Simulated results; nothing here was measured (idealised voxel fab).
process module | voxel quadruple lines
cross-section cut | 250 nm wide | cells 5 nm
A cross-section is a grid of square cells, given in bands from the top down. A band is one or more rows of cells.
Each band's line starts with the height of the band's top and of its bottom, in nm. Then come its materials from left to right, each with its width in nm. One material with "throughout" fills the band from edge to edge. "air" is empty space.
Height 0 is the level under which the wafer as received is all one material. The lowest band goes on downwards, as in "0 down".
A width such as "30 to 40" changes by the same amount from each row of cells to the next, from the band's top row to its bottom row.
"no change" after a step means that no cell of the cross-section changed.
closed voids: empty space of 8 cells or more with no open way to the top, each as width x height at its distance from the left edge, in nm
after a step's settings: what the simulator itself notes on the step
overlay nm, on a step with a mask: how far to the right of its planned place the mask lay; to the left if negative
plan
1 op RECEIVE | material Si
2 op CONFORMAL_DEP | material SiO2 | thk nm 5
3 op DIRECTIONAL_DEP | material W | thk nm 10
4 op DIRECTIONAL_DEP | material polySi | thk nm 20
5 op DIRECTIONAL_DEP | material aC | thk nm 25
6 op PATTERN | tone cover | mask id MANDREL | material resist | width nm 30 | pitch nm 80 | thk nm 30 | overlay nm 0
7 op DIRECTIONAL_ETCH | etch materials aC | depth nm 25
8 op STRIP | etch materials resist
9 op CONFORMAL_DEP | material SiO2 | thk nm 10
10 op DIRECTIONAL_ETCH | etch materials SiO2 | depth nm 10
11 op STRIP | etch materials aC
12 op DIRECTIONAL_ETCH | etch materials polySi | depth nm 20
13 op STRIP | etch materials SiO2
14 op CONFORMAL_DEP | material SiCN | thk nm 10
15 op DIRECTIONAL_ETCH | etch materials SiCN | depth nm 10
16 op STRIP | etch materials polySi
17 op DIRECTIONAL_ETCH | etch materials W | depth nm 10
18 op STRIP | etch materials SiCN
19 op FILL_DEP | material lowk | thk nm 5
20 op CMP | height nm 15
first wafer, as planned
as received, after step 1
  0 down: Si throughout
  closed voids: none
after step 2
  5 to 0: SiO2 throughout
  below 0: unchanged
after step 3
  15 to 5: W throughout
  below 5: unchanged
after step 4
  35 to 15: polySi throughout
  below 15: unchanged
after step 5
  60 to 35: aC throughout
  below 35: unchanged
after step 6
  90 to 60: air 70 | resist 30 | air 50 | resist 30 | air 70
  below 60: unchanged
after step 7
  65 to 60: air 70 | resist 30 | air 50 | resist 30 | air 70
  60 to 35: air 70 | aC 30 | air 50 | aC 30 | air 70
  below 35: unchanged
after step 8
  60 to 35: air 70 | aC 30 | air 50 | aC 30 | air 70
  below 35: unchanged
after step 9
  70 to 60: air 60 | SiO2 50 | air 30 | SiO2 50 | air 60
  60 to 45: air 60 | SiO2 10 | aC 30 | SiO2 10 | air 30 | SiO2 10 | aC 30 | SiO2 10 | air 60
  45 to 35: SiO2 70 | aC 30 | SiO2 50 | aC 30 | SiO2 70
  below 35: unchanged
after step 10
  60 to 35: air 60 | SiO2 10 | aC 30 | SiO2 10 | air 30 | SiO2 10 | aC 30 | SiO2 10 | air 60
  below 35: unchanged
after step 11
  60 to 35: air 60 | SiO2 10 | air 30 | SiO2 10 | air 30 | SiO2 10 | air 30 | SiO2 10 | air 60
  below 35: unchanged
after step 12
  60 to 35: air 60 | SiO2 10 | air 30 | SiO2 10 | air 30 | SiO2 10 | air 30 | SiO2 10 | air 60
  35 to 15: air 60 | polySi 10 | air 30 | polySi 10 | air 30 | polySi 10 | air 30 | polySi 10 | air 60
  below 15: unchanged
after step 13
  35 to 15: air 60 | polySi 10 | air 30 | polySi 10 | air 30 | polySi 10 | air 30 | polySi 10 | air 60
  below 15: unchanged
after step 14
  45 to 35: air 50 | SiCN 30 | air 10 | SiCN 30 | air 10 | SiCN 30 | air 10 | SiCN 30 | air 50
  35 to 25: air 50 | SiCN 10 | polySi 10 | SiCN 10 | air 10 | SiCN 10 | polySi 10 | SiCN 10 | air 10 | SiCN 10 | polySi 10 | SiCN 10 | air 10 | SiCN 10 | polySi 10 | SiCN 10 | air 50
  25 to 15: SiCN 60 | polySi 10 | SiCN 30 | polySi 10 | SiCN 30 | polySi 10 | SiCN 30 | polySi 10 | SiCN 60
  below 15: unchanged
after step 15
  35 to 15: air 50 | SiCN 10 | polySi 10 | SiCN 10 | air 10 | SiCN 10 | polySi 10 | SiCN 10 | air 10 | SiCN 10 | polySi 10 | SiCN 10 | air 10 | SiCN 10 | polySi 10 | SiCN 10 | air 50
  below 15: unchanged
after step 16
  35 to 15: air 50 | SiCN 10 | air 10 | SiCN 10 | air 10 | SiCN 10 | air 10 | SiCN 10 | air 10 | SiCN 10 | air 10 | SiCN 10 | air 10 | SiCN 10 | air 10 | SiCN 10 | air 50
  below 15: unchanged
after step 17
  35 to 15: air 50 | SiCN 10 | air 10 | SiCN 10 | air 10 | SiCN 10 | air 10 | SiCN 10 | air 10 | SiCN 10 | air 10 | SiCN 10 | air 10 | SiCN 10 | air 10 | SiCN 10 | air 50
  15 to 5: air 50 | W 10 | air 10 | W 10 | air 10 | W 10 | air 10 | W 10 | air 10 | W 10 | air 10 | W 10 | air 10 | W 10 | air 10 | W 10 | air 50
  below 5: unchanged
after step 18
  15 to 5: air 50 | W 10 | air 10 | W 10 | air 10 | W 10 | air 10 | W 10 | air 10 | W 10 | air 10 | W 10 | air 10 | W 10 | air 10 | W 10 | air 50
  below 5: unchanged
after step 19
  20 to 15: lowk throughout
  15 to 5: lowk 50 | W 10 | lowk 10 | W 10 | lowk 10 | W 10 | lowk 10 | W 10 | lowk 10 | W 10 | lowk 10 | W 10 | lowk 10 | W 10 | lowk 10 | W 10 | lowk 50
  below 5: unchanged
after step 20
  15 to 5: lowk 50 | W 10 | lowk 10 | W 10 | lowk 10 | W 10 | lowk 10 | W 10 | lowk 10 | W 10 | lowk 10 | W 10 | lowk 10 | W 10 | lowk 10 | W 10 | lowk 50
  below 5: unchanged
second wafer: like start, like plan, one mistake. Through step 5 it matches the first wafer
when step 6 should have ended
  90 to 60: resist 70 | air 30 | resist 50 | air 30 | resist 70
  below 60: unchanged
when step 7 should have ended
  65 to 60: resist 70 | air 30 | resist 50 | air 30 | resist 70
  60 to 35: aC 70 | air 30 | aC 50 | air 30 | aC 70
  below 35: unchanged
when step 8 should have ended
  60 to 35: aC 70 | air 30 | aC 50 | air 30 | aC 70
  below 35: unchanged
when step 9 should have ended
  70 to 60: SiO2 80 | air 10 | SiO2 70 | air 10 | SiO2 80
  60 to 45: aC 70 | SiO2 10 | air 10 | SiO2 10 | aC 50 | SiO2 10 | air 10 | SiO2 10 | aC 70
  45 to 35: aC 70 | SiO2 30 | aC 50 | SiO2 30 | aC 70
  below 35: unchanged
when step 10 should have ended
  60 to 35: aC 70 | SiO2 10 | air 10 | SiO2 10 | aC 50 | SiO2 10 | air 10 | SiO2 10 | aC 70
  below 35: unchanged
when step 11 should have ended
  60 to 35: air 70 | SiO2 10 | air 10 | SiO2 10 | air 50 | SiO2 10 | air 10 | SiO2 10 | air 70
  below 35: unchanged
when step 12 should have ended
  60 to 35: air 70 | SiO2 10 | air 10 | SiO2 10 | air 50 | SiO2 10 | air 10 | SiO2 10 | air 70
  35 to 15: air 70 | polySi 10 | air 10 | polySi 10 | air 50 | polySi 10 | air 10 | polySi 10 | air 70
  below 15: unchanged
when step 13 should have ended
  35 to 15: air 70 | polySi 10 | air 10 | polySi 10 | air 50 | polySi 10 | air 10 | polySi 10 | air 70
  below 15: unchanged
when step 14 should have ended
  45 to 35: air 60 | SiCN 50 | air 30 | SiCN 50 | air 60
  35 to 25: air 60 | SiCN 10 | polySi 10 | SiCN 10 | polySi 10 | SiCN 10 | air 30 | SiCN 10 | polySi 10 | SiCN 10 | polySi 10 | SiCN 10 | air 60
  25 to 15: SiCN 70 | polySi 10 | SiCN 10 | polySi 10 | SiCN 50 | polySi 10 | SiCN 10 | polySi 10 | SiCN 70
  below 15: unchanged
when step 15 should have ended
  35 to 15: air 60 | SiCN 10 | polySi 10 | SiCN 10 | polySi 10 | SiCN 10 | air 30 | SiCN 10 | polySi 10 | SiCN 10 | polySi 10 | SiCN 10 | air 60
  below 15: unchanged
when step 16 should have ended
  35 to 15: air 60 | SiCN 10 | air 10 | SiCN 10 | air 10 | SiCN 10 | air 30 | SiCN 10 | air 10 | SiCN 10 | air 10 | SiCN 10 | air 60
  below 15: unchanged
when step 17 should have ended
  35 to 15: air 60 | SiCN 10 | air 10 | SiCN 10 | air 10 | SiCN 10 | air 30 | SiCN 10 | air 10 | SiCN 10 | air 10 | SiCN 10 | air 60
  15 to 5: air 60 | W 10 | air 10 | W 10 | air 10 | W 10 | air 30 | W 10 | air 10 | W 10 | air 10 | W 10 | air 60
  below 5: unchanged
when step 18 should have ended
  15 to 5: air 60 | W 10 | air 10 | W 10 | air 10 | W 10 | air 30 | W 10 | air 10 | W 10 | air 10 | W 10 | air 60
  below 5: unchanged
when step 19 should have ended
  20 to 15: lowk throughout
  15 to 5: lowk 60 | W 10 | lowk 10 | W 10 | lowk 10 | W 10 | lowk 30 | W 10 | lowk 10 | W 10 | lowk 10 | W 10 | lowk 60
  below 5: unchanged
when step 20 should have ended
  15 to 5: lowk 60 | W 10 | lowk 10 | W 10 | lowk 10 | W 10 | lowk 30 | W 10 | lowk 10 | W 10 | lowk 10 | W 10 | lowk 60
  below 5: unchanged
what went wrong: step 6 ran as: op PATTERN | tone open | mask id MANDREL | material resist | width nm 30 | pitch nm 80 | thk nm 30 | overlay nm 0
at the end the second wafer has, in cells: 8 fewer of W | 8 more of lowk
